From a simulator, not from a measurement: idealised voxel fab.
process module | voxel transistor to metal
cross-section cut | 150 nm wide | cells 5 nm
A cross-section is a grid of square cells, given in bands from the top down. A band is one or more rows of cells.
Each band's line starts with the height of the band's top and of its bottom, in nm. Then come its materials from left to right, each with its width in nm. One material with "throughout" fills the band from edge to edge. "air" is empty space.
Height 0 is the level under which the wafer as received is all one material. The lowest band goes on downwards, as in "0 down".
A width such as "30 to 40" changes by the same amount from each row of cells to the next, from the band's top row to its bottom row.
"no change" after a step means that no cell of the cross-section changed.
closed voids: empty space of 8 cells or more with no open way to the top, each as width x height at its distance from the left edge, in nm
after a step's settings: what the simulator itself notes on the step
overlay nm, on a step with a mask: how far to the right of its planned place the mask lay; to the left if negative
plan
1 op RECEIVE | material Si
2 op OXIDIZE | depth nm 5
3 op CONFORMAL_DEP | material SiN | thk nm 15
4 op DIRECTIONAL_DEP | material aC | thk nm 15
5 op PATTERN | tone cover | mask id ACTIVE | material resist | width nm 110 | thk nm 30 | overlay nm 0
6 op DIRECTIONAL_ETCH | etch materials aC | depth nm 15
7 op STRIP | etch materials resist
8 op DIRECTIONAL_ETCH | etch materials SiN | depth nm 15
9 op DIRECTIONAL_ETCH | etch materials SiO2 | depth nm 5
10 op DIRECTIONAL_ETCH | etch materials Si | depth nm 20
11 op STRIP | etch materials aC
12 op OXIDIZE | depth nm 5
13 op FILL_DEP | material SiO2 | thk nm 10
14 op CMP | height nm 15
15 op SELECTIVE_ETCH | etch materials SiO2 | depth nm 5
16 op STRIP | etch materials SiN
17 op SELECTIVE_ETCH | etch materials SiO2 | depth nm 5
18 op OXIDIZE | depth nm 5
19 op DIRECTIONAL_DEP | material polySi | thk nm 20
20 op DIRECTIONAL_DEP | material SiCN | thk nm 10
21 op DIRECTIONAL_DEP | material aC | thk nm 15
22 op PATTERN | tone cover | mask id GATE | material resist | width nm 30 | thk nm 35 | overlay nm 0
23 op DIRECTIONAL_ETCH | etch materials aC | depth nm 15
24 op STRIP | etch materials resist
25 op DIRECTIONAL_ETCH | etch materials SiCN | depth nm 20
26 op DIRECTIONAL_ETCH | etch materials polySi | depth nm 30
27 op STRIP | etch materials aC
28 op CONFORMAL_DEP | material SiO2 | thk nm 5
29 op DIRECTIONAL_ETCH | etch materials SiO2 | depth nm 5
30 op CONFORMAL_DEP | material SiN | thk nm 5
31 op DIRECTIONAL_ETCH | etch materials SiN | depth nm 5
32 op DIRECTIONAL_ETCH | etch materials SiO2 | depth nm 5
33 op DIRECTIONAL_ETCH | etch materials Si | depth nm 15
34 op EPI | material SiGe | thk nm 15
35 op FILL_DEP | material SiO2 | thk nm 5
36 op CMP | height nm 15
37 op STRIP | etch materials polySi
38 op SELECTIVE_ETCH | etch materials SiO2 | depth nm 5
39 op CONFORMAL_DEP | material HfO2 | thk nm 5
40 op CONFORMAL_DEP | material TiN | thk nm 5
41 op FILL_DEP | material W | thk nm 5
42 op CMP | height nm 10
43 op DIRECTIONAL_DEP | material SiO2 | thk nm 15
44 op PATTERN | tone open | mask id CONTACT | material resist | width nm 15 | pitch nm 85 | thk nm 20 | overlay nm 0
45 op DIRECTIONAL_ETCH | etch materials SiO2 | depth nm 35
46 op STRIP | etch materials resist
47 op CONFORMAL_DEP | material TiN | thk nm 5
48 op FILL_DEP | material W | thk nm 10
49 op CMP | height nm 25
50 op CONFORMAL_DEP | material SiN | thk nm 5
51 op DIRECTIONAL_DEP | material SiO2 | thk nm 25
52 op PATTERN | tone open | mask id METAL_1 | material resist | width nm 15 | pitch nm 85 | thk nm 15 | overlay nm 0
53 op DIRECTIONAL_ETCH | etch materials SiO2 | depth nm 25
54 op DIRECTIONAL_ETCH | etch materials SiN | depth nm 5
55 op STRIP | etch materials resist
56 op CONFORMAL_DEP | material TiN | thk nm 5
57 op FILL_DEP | material Cu | thk nm 10
58 op CMP | height nm 55
59 op EPI | material Ru | thk nm 5
60 op FILL_DEP | material SiCN | thk nm 5
61 op DIRECTIONAL_DEP | material lowk | thk nm 35
62 op DIRECTIONAL_DEP | material aC | thk nm 10
63 op PATTERN | tone open | mask id METAL_2 | material resist | width nm 15 | pitch nm 85 | thk nm 25 | overlay nm 0
64 op DIRECTIONAL_ETCH | etch materials aC | depth nm 10
65 op STRIP | etch materials resist
66 op DIRECTIONAL_ETCH | etch materials lowk | depth nm 20
67 op STRIP | etch materials aC
68 op DIRECTIONAL_DEP | material aC | thk nm 15
69 op PATTERN | tone open | mask id METAL_2_HOLES | material resist | width nm 15 | pitch nm 85 | thk nm 35 | overlay nm 0
70 op DIRECTIONAL_ETCH | etch materials aC | depth nm 15
71 op STRIP | etch materials resist
72 op DIRECTIONAL_ETCH | etch materials lowk | depth nm 15
73 op DIRECTIONAL_ETCH | etch materials SiCN | depth nm 5
74 op STRIP | etch materials aC
75 op CONFORMAL_DEP | material TiN | thk nm 5
76 op FILL_DEP | material Cu | thk nm 5
77 op CMP | height nm 100
78 op CONFORMAL_DEP | material SiCN | thk nm 5
as received, after step 1
  0 down: Si throughout
  closed voids: none
a wafer at the end: this start, this plan, one mistake
  105 to 100: SiCN throughout
  100 to 65: lowk 25 | TiN 5 | Cu 5 | TiN 5 | lowk 70 | TiN 5 | Cu 5 | TiN 5 | lowk 25
  65 to 60: SiCN 25 | TiN 15 | SiCN 70 | TiN 15 | SiCN 25
  60 to 55: SiCN 20 | Ru 25 | SiCN 60 | Ru 25 | SiCN 20
  55 to 30: SiO2 25 | TiN 5 | Cu 5 | TiN 5 | SiO2 70 | TiN 5 | Cu 5 | TiN 5 | SiO2 25
  30 to 25: SiN 25 | TiN 15 | SiN 70 | TiN 15 | SiN 25
  25 to 10: SiO2 25 | TiN 5 | W 5 | TiN 5 | SiO2 70 | TiN 5 | W 5 | TiN 5 | SiO2 25
  10 to 5: SiO2 25 | TiN 5 | W 5 | TiN 5 | SiO2 15 | HfO2 5 | TiN 5 | W 20 | TiN 5 | HfO2 5 | SiO2 15 | TiN 5 | W 5 | TiN 5 | SiO2 25
  5 to 0: SiO2 25 | TiN 5 | W 5 | TiN 5 | SiGe 15 | HfO2 5 | TiN 5 | W 20 | TiN 5 | HfO2 5 | SiGe 15 | TiN 5 | W 5 | TiN 5 | SiO2 25
  0 to -5: SiO2 25 | TiN 5 | W 5 | TiN 5 | SiGe 15 | HfO2 5 | TiN 30 | HfO2 5 | SiGe 15 | TiN 5 | W 5 | TiN 5 | SiO2 25
  -5 to -10: SiO2 25 | TiN 15 | SiGe 15 | HfO2 40 | SiGe 15 | TiN 15 | SiO2 25
  -10 to -25: SiO2 25 | SiGe 30 | Si 40 | SiGe 30 | SiO2 25
  -25 to -30: SiO2 25 | Si 100 | SiO2 25
  -30 down: Si throughout
  closed voids: none
what went wrong: step 30 was left out
